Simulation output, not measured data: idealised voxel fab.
Presented below is a process module, voxel wiring stack.
Displayed cross-section: cut, width of 270 nm, square cells sized 5 nm.
Cross-section spec: square-cell grid; bands listed top down; each band is one or more rows.
The entry gives the band's vertical extent as a top height and a bottom height in nm, then its horizontal make-up as materials from left to right, each with a width in nm. "air" stands for empty space; a single material marked "all across" fills the band edge to edge.
The level at which height equals 0 is the one under which the wafer, as it arrives, is entirely one material. No lower edge exists for the bottom band, which continues downward and is notated as in "0 down".
The two numbers in a width such as "30 to 40" mark its ends across the band: the first belongs to the top row of cells, the second to the bottom row, and from each row to the next the width moves by the same amount.
Basically "remains unaltered" means that step didn't change any cell in the cross-section.
Empty spaces without an open route to the top, at least 8 cells in extent, make up the entry "Cavities, closed"; each is given as width x height at distance, where the distance is measured from the left edge, and all are in nm.
after a step's settings: what the simulator itself notes on the step
On any step carrying a mask, the "overlay nm" setting, if present on the step's line, tells how far right of its planned place the mask lay; negative values point to the left.
Pairs, read this way: before one process step on the one hand, after it on the other, the after cross-section ending at the lowest band that changed; the step between, settings included, beneath. Same starting wafer throughout, but possibly different runs of this module, so no pair continues from the pair above unless its entry headed "Pre-step condition" says so.

Pre-step condition:
  115 to 105 = 30 nm aC / 15 nm air / 105 nm aC / 15 nm air / 105 nm aC
  105 to 85 = 30 nm lowk / 15 nm air / 105 nm lowk / 15 nm air / 105 nm lowk
  85 to 75 = 30 nm lowk / 15 nm aC / 105 nm lowk / 15 nm aC / 105 nm lowk
  75 to 70 = SiCN all across
  70 to 55 = 30 nm lowk / 5 nm TiN / 20 nm Cu / 5 nm TiN / 30 nm lowk / 5 nm TiN / 20 nm Cu / 5 nm TiN / 30 nm lowk / 5 nm TiN / 20 nm Cu / 5 nm TiN / 30 nm lowk / 5 nm TiN / 20 nm Cu / 5 nm TiN / 30 nm lowk
  55 to 50 = 30 nm lowk / 5 nm TiN / 5 nm Cu / 20 nm TiN / 30 nm lowk / 5 nm TiN / 5 nm Cu / 20 nm TiN / 30 nm lowk / 5 nm TiN / 5 nm Cu / 20 nm TiN / 30 nm lowk / 5 nm TiN / 5 nm Cu / 20 nm TiN / 30 nm lowk
  50 to 40 = 30 nm lowk / 5 nm TiN / 5 nm Cu / 5 nm TiN / 45 nm lowk / 5 nm TiN / 5 nm Cu / 5 nm TiN / 45 nm lowk / 5 nm TiN / 5 nm Cu / 5 nm TiN / 45 nm lowk / 5 nm TiN / 5 nm Cu / 5 nm TiN / 45 nm lowk
  40 to 35 = 30 nm SiCN / 15 nm TiN / 45 nm SiCN / 15 nm TiN / 45 nm SiCN / 15 nm TiN / 45 nm SiCN / 15 nm TiN / 45 nm SiCN
  35 to 20 = 30 nm lowk / 5 nm TiN / 20 nm Cu / 5 nm TiN / 30 nm lowk / 5 nm TiN / 20 nm Cu / 5 nm TiN / 30 nm lowk / 5 nm TiN / 20 nm Cu / 5 nm TiN / 30 nm lowk / 5 nm TiN / 20 nm Cu / 5 nm TiN / 30 nm lowk
  20 to 15 = 30 nm SiN / 30 nm TiN / 30 nm SiN / 30 nm TiN / 30 nm SiN / 30 nm TiN / 30 nm SiN / 30 nm TiN / 30 nm SiN
  15 to 0 = SiO2 all across
  0 down = Si all across
  Cavities, closed: none

After:
  140 to 115 = 25 nm resist / 30 nm air / 30 nm resist / 30 nm air / 30 nm resist / 30 nm air / 30 nm resist / 30 nm air / 35 nm resist
  below 115: unchanged
  Cavities, closed: none
Operation between the pre and post cross-sections above: PATTERN (tone open; mask id METAL_3; material resist; width nm 30; pitch nm 60; thk nm 25; overlay nm -5)

Pre-step condition: look at the pair above, its after cross-section is where this step starts.

After:
  130 to 115 = 25 nm resist / 30 nm air / 30 nm resist / 30 nm air / 30 nm resist / 30 nm air / 30 nm resist / 30 nm air / 35 nm resist
  115 to 105 = 25 nm aC / 30 nm air / 30 nm aC / 30 nm air / 30 nm aC / 30 nm air / 30 nm aC / 30 nm air / 35 nm aC
  105 to 75 = 30 nm lowk / 15 nm air / 105 nm lowk / 15 nm air / 105 nm lowk
  below 75: unchanged
  Cavities, closed: none
Operation between the pre and post cross-sections above: DIRECTIONAL_ETCH (etch materials aC; depth nm 10)

Pre-step condition: look at the pair above, its after cross-section is where this step starts.

After:
  115 to 105 = 25 nm aC / 30 nm air / 30 nm aC / 30 nm air / 30 nm aC / 30 nm air / 30 nm aC / 30 nm air / 35 nm aC
  below 105: unchanged
  Cavities, closed: none
Operation between the pre and post cross-sections above: STRIP (etch materials resist)

Pre-step condition: look at the pair above, its after cross-section is where this step starts.

After:
  115 to 105 = 25 nm aC / 30 nm air / 30 nm aC / 30 nm air / 30 nm aC / 30 nm air / 30 nm aC / 30 nm air / 35 nm aC
  105 to 90 = 25 nm lowk / 30 nm air / 30 nm lowk / 30 nm air / 30 nm lowk / 30 nm air / 30 nm lowk / 30 nm air / 35 nm lowk
  below 90: unchanged
  Cavities, closed: none
Operation between the pre and post cross-sections above: DIRECTIONAL_ETCH (etch materials lowk; depth nm 15)

Pre-step condition: look at the pair above, its after cross-section is where this step starts.

After:
  115 to 105 = 25 nm aC / 30 nm air / 30 nm aC / 30 nm air / 30 nm aC / 30 nm air / 30 nm aC / 30 nm air / 35 nm aC
  105 to 90 = 25 nm lowk / 30 nm air / 30 nm lowk / 30 nm air / 30 nm lowk / 30 nm air / 30 nm lowk / 30 nm air / 35 nm lowk
  90 to 75 = 30 nm lowk / 15 nm air / 105 nm lowk / 15 nm air / 105 nm lowk
  75 to 70 = 30 nm SiCN / 15 nm air / 105 nm SiCN / 15 nm air / 105 nm SiCN
  below 70: unchanged
  Cavities, closed: none
Operation between the pre and post cross-sections above: DIRECTIONAL_ETCH (etch materials SiCN; depth nm 5)

Pre-step condition: look at the pair above, its after cross-section is where this step starts.

After:
  105 to 90 = 25 nm lowk / 30 nm air / 30 nm lowk / 30 nm air / 30 nm lowk / 30 nm air / 30 nm lowk / 30 nm air / 35 nm lowk
  below 90: unchanged
  Cavities, closed: none
Operation between the pre and post cross-sections above: STRIP (etch materials aC)

Pre-step condition: look at the pair above, its after cross-section is where this step starts.

After:
  110 to 105 = 30 nm TiN / 20 nm air / 40 nm TiN / 20 nm air / 40 nm TiN / 20 nm air / 40 nm TiN / 20 nm air / 40 nm TiN
  105 to 95 = 25 nm lowk / 5 nm TiN / 20 nm air / 5 nm TiN / 30 nm lowk / 5 nm TiN / 20 nm air / 5 nm TiN / 30 nm lowk / 5 nm TiN / 20 nm air / 5 nm TiN / 30 nm lowk / 5 nm TiN / 20 nm air / 5 nm TiN / 35 nm lowk
  95 to 90 = 25 nm lowk / 10 nm TiN / 5 nm air / 15 nm TiN / 30 nm lowk / 30 nm TiN / 30 nm lowk / 10 nm TiN / 5 nm air / 15 nm TiN / 30 nm lowk / 30 nm TiN / 35 nm lowk
  90 to 75 = 30 nm lowk / 5 nm TiN / 5 nm air / 5 nm TiN / 105 nm lowk / 5 nm TiN / 5 nm air / 5 nm TiN / 105 nm lowk
  75 to 70 = 30 nm SiCN / 15 nm TiN / 105 nm SiCN / 15 nm TiN / 105 nm SiCN
  below 70: unchanged
  Cavities, closed: none
Operation between the pre and post cross-sections above: CONFORMAL_DEP (material TiN; thk nm 5)

Pre-step condition: look at the pair above, its after cross-section is where this step starts.

After:
  115 to 110 = Cu all across
  110 to 105 = 30 nm TiN / 20 nm Cu / 40 nm TiN / 20 nm Cu / 40 nm TiN / 20 nm Cu / 40 nm TiN / 20 nm Cu / 40 nm TiN
  105 to 95 = 25 nm lowk / 5 nm TiN / 20 nm Cu / 5 nm TiN / 30 nm lowk / 5 nm TiN / 20 nm Cu / 5 nm TiN / 30 nm lowk / 5 nm TiN / 20 nm Cu / 5 nm TiN / 30 nm lowk / 5 nm TiN / 20 nm Cu / 5 nm TiN / 35 nm lowk
  95 to 90 = 25 nm lowk / 10 nm TiN / 5 nm Cu / 15 nm TiN / 30 nm lowk / 30 nm TiN / 30 nm lowk / 10 nm TiN / 5 nm Cu / 15 nm TiN / 30 nm lowk / 30 nm TiN / 35 nm lowk
  90 to 75 = 30 nm lowk / 5 nm TiN / 5 nm Cu / 5 nm TiN / 105 nm lowk / 5 nm TiN / 5 nm Cu / 5 nm TiN / 105 nm lowk
  below 75: unchanged
  Cavities, closed: none
Operation between the pre and post cross-sections above: FILL_DEP (material Cu; thk nm 5)

Pre-step condition: look at the pair above, its after cross-section is where this step starts.

After:
  105 to 95 = 25 nm lowk / 5 nm TiN / 20 nm Cu / 5 nm TiN / 30 nm lowk / 5 nm TiN / 20 nm Cu / 5 nm TiN / 30 nm lowk / 5 nm TiN / 20 nm Cu / 5 nm TiN / 30 nm lowk / 5 nm TiN / 20 nm Cu / 5 nm TiN / 35 nm lowk
  below 95: unchanged
  Cavities, closed: none
Operation between the pre and post cross-sections above: CMP (height nm 105)

Pre-step condition: look at the pair above, its after cross-section is where this step starts.

After:
  110 to 105 = SiCN all across
  below 105: unchanged
  Cavities, closed: none
Operation between the pre and post cross-sections above: CONFORMAL_DEP (material SiCN; thk nm 5)

Pre-step condition:
  70 to 50 = 30 nm lowk / 30 nm air / 30 nm lowk / 30 nm air / 30 nm lowk / 30 nm air / 30 nm lowk / 30 nm air / 30 nm lowk
  50 to 40 = 30 nm lowk / 15 nm air / 45 nm lowk / 15 nm air / 45 nm lowk / 15 nm air / 45 nm lowk / 15 nm air / 45 nm lowk
  40 to 35 = 30 nm SiCN / 15 nm air / 45 nm SiCN / 15 nm air / 45 nm SiCN / 15 nm air / 45 nm SiCN / 15 nm air / 45 nm SiCN
  35 to 20 = 30 nm lowk / 5 nm TiN / 20 nm Cu / 5 nm TiN / 30 nm lowk / 5 nm TiN / 20 nm Cu / 5 nm TiN / 30 nm lowk / 5 nm TiN / 20 nm Cu / 5 nm TiN / 30 nm lowk / 5 nm TiN / 20 nm Cu / 5 nm TiN / 30 nm lowk
  20 to 15 = 30 nm SiN / 30 nm TiN / 30 nm SiN / 30 nm TiN / 30 nm SiN / 30 nm TiN / 30 nm SiN / 30 nm TiN / 30 nm SiN
  15 to 0 = SiO2 all across
  0 down = Si all across
  Cavities, closed: none

After:
  75 to 70 = 35 nm SiO2 / 20 nm air / 40 nm SiO2 / 20 nm air / 40 nm SiO2 / 20 nm air / 40 nm SiO2 / 20 nm air / 35 nm SiO2
  70 to 55 = 30 nm lowk / 5 nm SiO2 / 20 nm air / 5 nm SiO2 / 30 nm lowk / 5 nm SiO2 / 20 nm air / 5 nm SiO2 / 30 nm lowk / 5 nm SiO2 / 20 nm air / 5 nm SiO2 / 30 nm lowk / 5 nm SiO2 / 20 nm air / 5 nm SiO2 / 30 nm lowk
  55 to 50 = 30 nm lowk / 5 nm SiO2 / 5 nm air / 20 nm SiO2 / 30 nm lowk / 5 nm SiO2 / 5 nm air / 20 nm SiO2 / 30 nm lowk / 5 nm SiO2 / 5 nm air / 20 nm SiO2 / 30 nm lowk / 5 nm SiO2 / 5 nm air / 20 nm SiO2 / 30 nm lowk
  50 to 40 = 30 nm lowk / 5 nm SiO2 / 5 nm air / 5 nm SiO2 / 45 nm lowk / 5 nm SiO2 / 5 nm air / 5 nm SiO2 / 45 nm lowk / 5 nm SiO2 / 5 nm air / 5 nm SiO2 / 45 nm lowk / 5 nm SiO2 / 5 nm air / 5 nm SiO2 / 45 nm lowk
  40 to 35 = 30 nm SiCN / 15 nm SiO2 / 45 nm SiCN / 15 nm SiO2 / 45 nm SiCN / 15 nm SiO2 / 45 nm SiCN / 15 nm SiO2 / 45 nm SiCN
  below 35: unchanged
  Cavities, closed: none
Operation between the pre and post cross-sections above: CONFORMAL_DEP (material SiO2; thk nm 5)

Pre-step condition: look at the pair above, its after cross-section is where this step starts.

After:
  80 to 75 = Cu all across
  75 to 70 = 35 nm SiO2 / 20 nm Cu / 40 nm SiO2 / 20 nm Cu / 40 nm SiO2 / 20 nm Cu / 40 nm SiO2 / 20 nm Cu / 35 nm SiO2
  70 to 55 = 30 nm lowk / 5 nm SiO2 / 20 nm Cu / 5 nm SiO2 / 30 nm lowk / 5 nm SiO2 / 20 nm Cu / 5 nm SiO2 / 30 nm lowk / 5 nm SiO2 / 20 nm Cu / 5 nm SiO2 / 30 nm lowk / 5 nm SiO2 / 20 nm Cu / 5 nm SiO2 / 30 nm lowk
  55 to 50 = 30 nm lowk / 5 nm SiO2 / 5 nm Cu / 20 nm SiO2 / 30 nm lowk / 5 nm SiO2 / 5 nm Cu / 20 nm SiO2 / 30 nm lowk / 5 nm SiO2 / 5 nm Cu / 20 nm SiO2 / 30 nm lowk / 5 nm SiO2 / 5 nm Cu / 20 nm SiO2 / 30 nm lowk
  50 to 40 = 30 nm lowk / 5 nm SiO2 / 5 nm Cu / 5 nm SiO2 / 45 nm lowk / 5 nm SiO2 / 5 nm Cu / 5 nm SiO2 / 45 nm lowk / 5 nm SiO2 / 5 nm Cu / 5 nm SiO2 / 45 nm lowk / 5 nm SiO2 / 5 nm Cu / 5 nm SiO2 / 45 nm lowk
  below 40: unchanged
  Cavities, closed: none
Operation between the pre and post cross-sections above: FILL_DEP (material Cu; thk nm 5)

Pre-step condition: look at the pair above, its after cross-section is where this step starts.

After:
  70 to 55 = 30 nm lowk / 5 nm SiO2 / 20 nm Cu / 5 nm SiO2 / 30 nm lowk / 5 nm SiO2 / 20 nm Cu / 5 nm SiO2 / 30 nm lowk / 5 nm SiO2 / 20 nm Cu / 5 nm SiO2 / 30 nm lowk / 5 nm SiO2 / 20 nm Cu / 5 nm SiO2 / 30 nm lowk
  below 55: unchanged
  Cavities, closed: none
Operation between the pre and post cross-sections above: CMP (height nm 70)

Pre-step condition: look at the pair above, its after cross-section is where this step starts.

After:
  75 to 70 = SiCN all across
  below 70: unchanged
  Cavities, closed: none
Operation between the pre and post cross-sections above: CONFORMAL_DEP (material SiCN; thk nm 5)

Pre-step condition: look at the pair above, its after cross-section is where this step starts.

After:
  105 to 75 = lowk all across
  below 75: unchanged
  Cavities, closed: none
Operation between the pre and post cross-sections above: DIRECTIONAL_DEP (material lowk; thk nm 30)

Pre-step condition: look at the pair above, its after cross-section is where this step starts.

After:
  115 to 105 = aC all across
  below 105: unchanged
  Cavities, closed: none
Operation between the pre and post cross-sections above: DIRECTIONAL_DEP (material aC; thk nm 10)

Pre-step condition: look at the pair above, its after cross-section is where this step starts.

After:
  140 to 115 = 30 nm resist / 15 nm air / 105 nm resist / 15 nm air / 105 nm resist
  below 115: unchanged
  Cavities, closed: none
Operation between the pre and post cross-sections above: PATTERN (tone open; mask id METAL_3_HOLES; material resist; width nm 15; pitch nm 120; thk nm 25; overlay nm 0)

Pre-step condition: look at the pair above, its after cross-section is where this step starts.

After:
  130 to 115 = 30 nm resist / 15 nm air / 105 nm resist / 15 nm air / 105 nm resist
  115 to 105 = 30 nm aC / 15 nm air / 105 nm aC / 15 nm air / 105 nm aC
  below 105: unchanged
  Cavities, closed: none
Operation between the pre and post cross-sections above: DIRECTIONAL_ETCH (etch materials aC; depth nm 10)

Pre-step condition: look at the pair above, its after cross-section is where this step starts.

After:
  115 to 105 = 30 nm aC / 15 nm air / 105 nm aC / 15 nm air / 105 nm aC
  below 105: unchanged
  Cavities, closed: none
Operation between the pre and post cross-sections above: STRIP (etch materials resist)

Pre-step condition: look at the pair above, its after cross-section is where this step starts.

After:
  115 to 105 = 30 nm aC / 15 nm air / 105 nm aC / 15 nm air / 105 nm aC
  105 to 75 = 30 nm lowk / 15 nm air / 105 nm lowk / 15 nm air / 105 nm lowk
  below 75: unchanged
  Cavities, closed: none
Operation between the pre and post cross-sections above: DIRECTIONAL_ETCH (etch materials lowk; depth nm 30)

Pre-step condition: look at the pair above, its after cross-section is where this step starts.

After:
  105 to 75 = 30 nm lowk / 15 nm air / 105 nm lowk / 15 nm air / 105 nm lowk
  below 75: unchanged
  Cavities, closed: none
Operation between the pre and post cross-sections above: STRIP (etch materials aC)

Pre-step condition: look at the pair above, its after cross-section is where this step starts.

After:
  115 to 105 = 30 nm aC / 15 nm air / 105 nm aC / 15 nm air / 105 nm aC
  105 to 85 = 30 nm lowk / 15 nm air / 105 nm lowk / 15 nm air / 105 nm lowk
  85 to 75 = 30 nm lowk / 15 nm aC / 105 nm lowk / 15 nm aC / 105 nm lowk
  below 75: unchanged
  Cavities, closed: none
Operation between the pre and post cross-sections above: DIRECTIONAL_DEP (material aC; thk nm 10)

Pre-step condition: look at the pair above, its after cross-section is where this step starts.

After:
  140 to 115 = 30 nm resist / 30 nm air / 30 nm resist / 30 nm air / 30 nm resist / 30 nm air / 30 nm resist / 30 nm air / 30 nm resist
  below 115: unchanged
  Cavities, closed: none
Operation between the pre and post cross-sections above: PATTERN (tone open; mask id METAL_3; material resist; width nm 30; pitch nm 60; thk nm 25; overlay nm 0)

Pre-step condition: look at the pair above, its after cross-section is where this step starts.

After:
  130 to 115 = 30 nm resist / 30 nm air / 30 nm resist / 30 nm air / 30 nm resist / 30 nm air / 30 nm resist / 30 nm air / 30 nm resist
  115 to 105 = 30 nm aC / 30 nm air / 30 nm aC / 30 nm air / 30 nm aC / 30 nm air / 30 nm aC / 30 nm air / 30 nm aC
  105 to 75 = 30 nm lowk / 15 nm air / 105 nm lowk / 15 nm air / 105 nm lowk
  below 75: unchanged
  Cavities, closed: none
Operation between the pre and post cross-sections above: DIRECTIONAL_ETCH (etch materials aC; depth nm 10)

Pre-step condition: look at the pair above, its after cross-section is where this step starts.

After:
  115 to 105 = 30 nm aC / 30 nm air / 30 nm aC / 30 nm air / 30 nm aC / 30 nm air / 30 nm aC / 30 nm air / 30 nm aC
  below 105: unchanged
  Cavities, closed: none
Operation between the pre and post cross-sections above: STRIP (etch materials resist)

Pre-step condition: look at the pair above, its after cross-section is where this step starts.

After:
  115 to 105 = 30 nm aC / 30 nm air / 30 nm aC / 30 nm air / 30 nm aC / 30 nm air / 30 nm aC / 30 nm air / 30 nm aC
  105 to 90 = 30 nm lowk / 30 nm air / 30 nm lowk / 30 nm air / 30 nm lowk / 30 nm air / 30 nm lowk / 30 nm air / 30 nm lowk
  below 90: unchanged
  Cavities, closed: none
Operation between the pre and post cross-sections above: DIRECTIONAL_ETCH (etch materials lowk; depth nm 15)

Pre-step condition: look at the pair above, its after cross-section is where this step starts.

After:
  115 to 105 = 30 nm aC / 30 nm air / 30 nm aC / 30 nm air / 30 nm aC / 30 nm air / 30 nm aC / 30 nm air / 30 nm aC
  105 to 90 = 30 nm lowk / 30 nm air / 30 nm lowk / 30 nm air / 30 nm lowk / 30 nm air / 30 nm lowk / 30 nm air / 30 nm lowk
  90 to 75 = 30 nm lowk / 15 nm air / 105 nm lowk / 15 nm air / 105 nm lowk
  75 to 70 = 30 nm SiCN / 15 nm air / 105 nm SiCN / 15 nm air / 105 nm SiCN
  below 70: unchanged
  Cavities, closed: none
Operation between the pre and post cross-sections above: DIRECTIONAL_ETCH (etch materials SiCN; depth nm 5)

Pre-step condition: look at the pair above, its after cross-section is where this step starts.

After:
  105 to 90 = 30 nm lowk / 30 nm air / 30 nm lowk / 30 nm air / 30 nm lowk / 30 nm air / 30 nm lowk / 30 nm air / 30 nm lowk
  below 90: unchanged
  Cavities, closed: none
Operation between the pre and post cross-sections above: STRIP (etch materials aC)

Pre-step condition: look at the pair above, its after cross-section is where this step starts.

After:
  110 to 105 = 35 nm TiN / 20 nm air / 40 nm TiN / 20 nm air / 40 nm TiN / 20 nm air / 40 nm TiN / 20 nm air / 35 nm TiN
  105 to 95 = 30 nm lowk / 5 nm TiN / 20 nm air / 5 nm TiN / 30 nm lowk / 5 nm TiN / 20 nm air / 5 nm TiN / 30 nm lowk / 5 nm TiN / 20 nm air / 5 nm TiN / 30 nm lowk / 5 nm TiN / 20 nm air / 5 nm TiN / 30 nm lowk
  95 to 90 = 30 nm lowk / 5 nm TiN / 5 nm air / 20 nm TiN / 30 nm lowk / 30 nm TiN / 30 nm lowk / 5 nm TiN / 5 nm air / 20 nm TiN / 30 nm lowk / 30 nm TiN / 30 nm lowk
  90 to 75 = 30 nm lowk / 5 nm TiN / 5 nm air / 5 nm TiN / 105 nm lowk / 5 nm TiN / 5 nm air / 5 nm TiN / 105 nm lowk
  75 to 70 = 30 nm SiCN / 15 nm TiN / 105 nm SiCN / 15 nm TiN / 105 nm SiCN
  below 70: unchanged
  Cavities, closed: none
Operation between the pre and post cross-sections above: CONFORMAL_DEP (material TiN; thk nm 5)

Pre-step condition: look at the pair above, its after cross-section is where this step starts.

After:
  115 to 110 = Cu all across
  110 to 105 = 35 nm TiN / 20 nm Cu / 40 nm TiN / 20 nm Cu / 40 nm TiN / 20 nm Cu / 40 nm TiN / 20 nm Cu / 35 nm TiN
  105 to 95 = 30 nm lowk / 5 nm TiN / 20 nm Cu / 5 nm TiN / 30 nm lowk / 5 nm TiN / 20 nm Cu / 5 nm TiN / 30 nm lowk / 5 nm TiN / 20 nm Cu / 5 nm TiN / 30 nm lowk / 5 nm TiN / 20 nm Cu / 5 nm TiN / 30 nm lowk
  95 to 90 = 30 nm lowk / 5 nm TiN / 5 nm Cu / 20 nm TiN / 30 nm lowk / 30 nm TiN / 30 nm lowk / 5 nm TiN / 5 nm Cu / 20 nm TiN / 30 nm lowk / 30 nm TiN / 30 nm lowk
  90 to 75 = 30 nm lowk / 5 nm TiN / 5 nm Cu / 5 nm TiN / 105 nm lowk / 5 nm TiN / 5 nm Cu / 5 nm TiN / 105 nm lowk
  below 75: unchanged
  Cavities, closed: none
Operation between the pre and post cross-sections above: FILL_DEP (material Cu; thk nm 5)

Pre-step condition: look at the pair above, its after cross-section is where this step starts.

After:
  105 to 95 = 30 nm lowk / 5 nm TiN / 20 nm Cu / 5 nm TiN / 30 nm lowk / 5 nm TiN / 20 nm Cu / 5 nm TiN / 30 nm lowk / 5 nm TiN / 20 nm Cu / 5 nm TiN / 30 nm lowk / 5 nm TiN / 20 nm Cu / 5 nm TiN / 30 nm lowk
  below 95: unchanged
  Cavities, closed: none
Operation between the pre and post cross-sections above: CMP (height nm 105)

Pre-step condition: look at the pair above, its after cross-section is where this step starts.

After:
  110 to 105 = SiCN all across
  below 105: unchanged
  Cavities, closed: none
Operation between the pre and post cross-sections above: CONFORMAL_DEP (material SiCN; thk nm 5)

Pre-step condition:
  35 to 20 = lowk all across
  20 to 15 = SiN all across
  15 to 0 = SiO2 all across
  0 down = Si all across
  Cavities, closed: none

After:
  55 to 35 = 30 nm air / 30 nm resist / 30 nm air / 30 nm resist / 30 nm air / 30 nm resist / 30 nm air / 30 nm resist / 30 nm air
  below 35: unchanged
  Cavities, closed: none
Operation between the pre and post cross-sections above: PATTERN (tone cover; mask id METAL_1; material resist; width nm 30; pitch nm 60; thk nm 20; overlay nm 0)

Pre-step condition: look at the pair above, its after cross-section is where this step starts.

After:
  55 to 35 = 30 nm air / 30 nm resist / 30 nm air / 30 nm resist / 30 nm air / 30 nm resist / 30 nm air / 30 nm resist / 30 nm air
  35 to 20 = 30 nm air / 30 nm lowk / 30 nm air / 30 nm lowk / 30 nm air / 30 nm lowk / 30 nm air / 30 nm lowk / 30 nm air
  below 20: unchanged
  Cavities, closed: none
Operation between the pre and post cross-sections above: DIRECTIONAL_ETCH (etch materials lowk; depth nm 15)

Pre-step condition: look at the pair above, its after cross-section is where this step starts.

After:
  55 to 35 = 30 nm air / 30 nm resist / 30 nm air / 30 nm resist / 30 nm air / 30 nm resist / 30 nm air / 30 nm resist / 30 nm air
  35 to 20 = 30 nm air / 30 nm lowk / 30 nm air / 30 nm lowk / 30 nm air / 30 nm lowk / 30 nm air / 30 nm lowk / 30 nm air
  20 to 15 = 30 nm air / 30 nm SiN / 30 nm air / 30 nm SiN / 30 nm air / 30 nm SiN / 30 nm air / 30 nm SiN / 30 nm air
  below 15: unchanged
  Cavities, closed: none
Operation between the pre and post cross-sections above: DIRECTIONAL_ETCH (etch materials SiN; depth nm 5)

Pre-step condition: look at the pair above, its after cross-section is where this step starts.

After:
  35 to 20 = 30 nm air / 30 nm lowk / 30 nm air / 30 nm lowk / 30 nm air / 30 nm lowk / 30 nm air / 30 nm lowk / 30 nm air
  below 20: unchanged
  Cavities, closed: none
Operation between the pre and post cross-sections above: STRIP (etch materials resist)

Pre-step condition: look at the pair above, its after cross-section is where this step starts.

After:
  40 to 35 = 25 nm air / 40 nm TiN / 20 nm air / 40 nm TiN / 20 nm air / 40 nm TiN / 20 nm air / 40 nm TiN / 25 nm air
  35 to 20 = 25 nm air / 5 nm TiN / 30 nm lowk / 5 nm TiN / 20 nm air / 5 nm TiN / 30 nm lowk / 5 nm TiN / 20 nm air / 5 nm TiN / 30 nm lowk / 5 nm TiN / 20 nm air / 5 nm TiN / 30 nm lowk / 5 nm TiN / 25 nm air
  20 to 15 = 30 nm TiN / 30 nm SiN / 30 nm TiN / 30 nm SiN / 30 nm TiN / 30 nm SiN / 30 nm TiN / 30 nm SiN / 30 nm TiN
  below 15: unchanged
  Cavities, closed: none
Operation between the pre and post cross-sections above: CONFORMAL_DEP (material TiN; thk nm 5)

Pre-step condition: look at the pair above, its after cross-section is where this step starts.

After:
  45 to 40 = Cu all across
  40 to 35 = 25 nm Cu / 40 nm TiN / 20 nm Cu / 40 nm TiN / 20 nm Cu / 40 nm TiN / 20 nm Cu / 40 nm TiN / 25 nm Cu
  35 to 20 = 25 nm Cu / 5 nm TiN / 30 nm lowk / 5 nm TiN / 20 nm Cu / 5 nm TiN / 30 nm lowk / 5 nm TiN / 20 nm Cu / 5 nm TiN / 30 nm lowk / 5 nm TiN / 20 nm Cu / 5 nm TiN / 30 nm lowk / 5 nm TiN / 25 nm Cu
  below 20: unchanged
  Cavities, closed: none
Operation between the pre and post cross-sections above: FILL_DEP (material Cu; thk nm 5)

Pre-step condition: look at the pair above, its after cross-section is where this step starts.

After:
  35 to 20 = 25 nm Cu / 5 nm TiN / 30 nm lowk / 5 nm TiN / 20 nm Cu / 5 nm TiN / 30 nm lowk / 5 nm TiN / 20 nm Cu / 5 nm TiN / 30 nm lowk / 5 nm TiN / 20 nm Cu / 5 nm TiN / 30 nm lowk / 5 nm TiN / 25 nm Cu
  below 20: unchanged
  Cavities, closed: none
Operation between the pre and post cross-sections above: CMP (height nm 35)

Pre-step condition: look at the pair above, its after cross-section is where this step starts.

After:
  40 to 35 = SiCN all across
  below 35: unchanged
  Cavities, closed: none
Operation between the pre and post cross-sections above: CONFORMAL_DEP (material SiCN; thk nm 5)

Pre-step condition: look at the pair above, its after cross-section is where this step starts.

After:
  70 to 40 = lowk all across
  below 40: unchanged
  Cavities, closed: none
Operation between the pre and post cross-sections above: DIRECTIONAL_DEP (material lowk; thk nm 30)

Pre-step condition: look at the pair above, its after cross-section is where this step starts.

After:
  80 to 70 = aC all across
  below 70: unchanged
  Cavities, closed: none
Operation between the pre and post cross-sections above: DIRECTIONAL_DEP (material aC; thk nm 10)

Pre-step condition: look at the pair above, its after cross-section is where this step starts.

After:
  105 to 80 = 30 nm resist / 30 nm air / 30 nm resist / 30 nm air / 30 nm resist / 30 nm air / 30 nm resist / 30 nm air / 30 nm resist
  below 80: unchanged
  Cavities, closed: none
Operation between the pre and post cross-sections above: PATTERN (tone open; mask id METAL_2; material resist; width nm 30; pitch nm 60; thk nm 25; overlay nm 0)

Pre-step condition: look at the pair above, its after cross-section is where this step starts.

After:
  95 to 80 = 30 nm resist / 30 nm air / 30 nm resist / 30 nm air / 30 nm resist / 30 nm air / 30 nm resist / 30 nm air / 30 nm resist
  80 to 70 = 30 nm aC / 30 nm air / 30 nm aC / 30 nm air / 30 nm aC / 30 nm air / 30 nm aC / 30 nm air / 30 nm aC
  below 70: unchanged
  Cavities, closed: none
Operation between the pre and post cross-sections above: DIRECTIONAL_ETCH (etch materials aC; depth nm 10)

Pre-step condition: look at the pair above, its after cross-section is where this step starts.

After:
  80 to 70 = 30 nm aC / 30 nm air / 30 nm aC / 30 nm air / 30 nm aC / 30 nm air / 30 nm aC / 30 nm air / 30 nm aC
  below 70: unchanged
  Cavities, closed: none
Operation between the pre and post cross-sections above: STRIP (etch materials resist)

Pre-step condition: look at the pair above, its after cross-section is where this step starts.

After:
  80 to 70 = 30 nm aC / 30 nm air / 30 nm aC / 30 nm air / 30 nm aC / 30 nm air / 30 nm aC / 30 nm air / 30 nm aC
  70 to 50 = 30 nm lowk / 30 nm air / 30 nm lowk / 30 nm air / 30 nm lowk / 30 nm air / 30 nm lowk / 30 nm air / 30 nm lowk
  below 50: unchanged
  Cavities, closed: none
Operation between the pre and post cross-sections above: DIRECTIONAL_ETCH (etch materials lowk; depth nm 20)

Pre-step condition: look at the pair above, its after cross-section is where this step starts.

After:
  70 to 50 = 30 nm lowk / 30 nm air / 30 nm lowk / 30 nm air / 30 nm lowk / 30 nm air / 30 nm lowk / 30 nm air / 30 nm lowk
  below 50: unchanged
  Cavities, closed: none
Operation between the pre and post cross-sections above: STRIP (etch materials aC)

Pre-step condition: look at the pair above, its after cross-section is where this step starts.

After:
  70 to 50 = 30 nm lowk / 30 nm air / 30 nm lowk / 30 nm air / 30 nm lowk / 30 nm air / 30 nm lowk / 30 nm air / 30 nm lowk
  50 to 40 = 30 nm lowk / 15 nm air / 45 nm lowk / 15 nm air / 45 nm lowk / 15 nm air / 45 nm lowk / 15 nm air / 45 nm lowk
  below 40: unchanged
  Cavities, closed: none
Operation between the pre and post cross-sections above: MASKED_ETCH (tone open; mask id METAL_2_HOLES; width nm 15; pitch nm 60; etch materials lowk; depth nm 10; overlay nm 0)

Pre-step condition: look at the pair above, its after cross-section is where this step starts.

After:
  70 to 50 = 30 nm lowk / 30 nm air / 30 nm lowk / 30 nm air / 30 nm lowk / 30 nm air / 30 nm lowk / 30 nm air / 30 nm lowk
  50 to 40 = 30 nm lowk / 15 nm air / 45 nm lowk / 15 nm air / 45 nm lowk / 15 nm air / 45 nm lowk / 15 nm air / 45 nm lowk
  40 to 35 = 30 nm SiCN / 15 nm air / 45 nm SiCN / 15 nm air / 45 nm SiCN / 15 nm air / 45 nm SiCN / 15 nm air / 45 nm SiCN
  below 35: unchanged
  Cavities, closed: none
Operation between the pre and post cross-sections above: MASKED_ETCH (tone open; mask id METAL_2_HOLES; width nm 15; pitch nm 60; etch materials SiCN; depth nm 5; overlay nm 0)
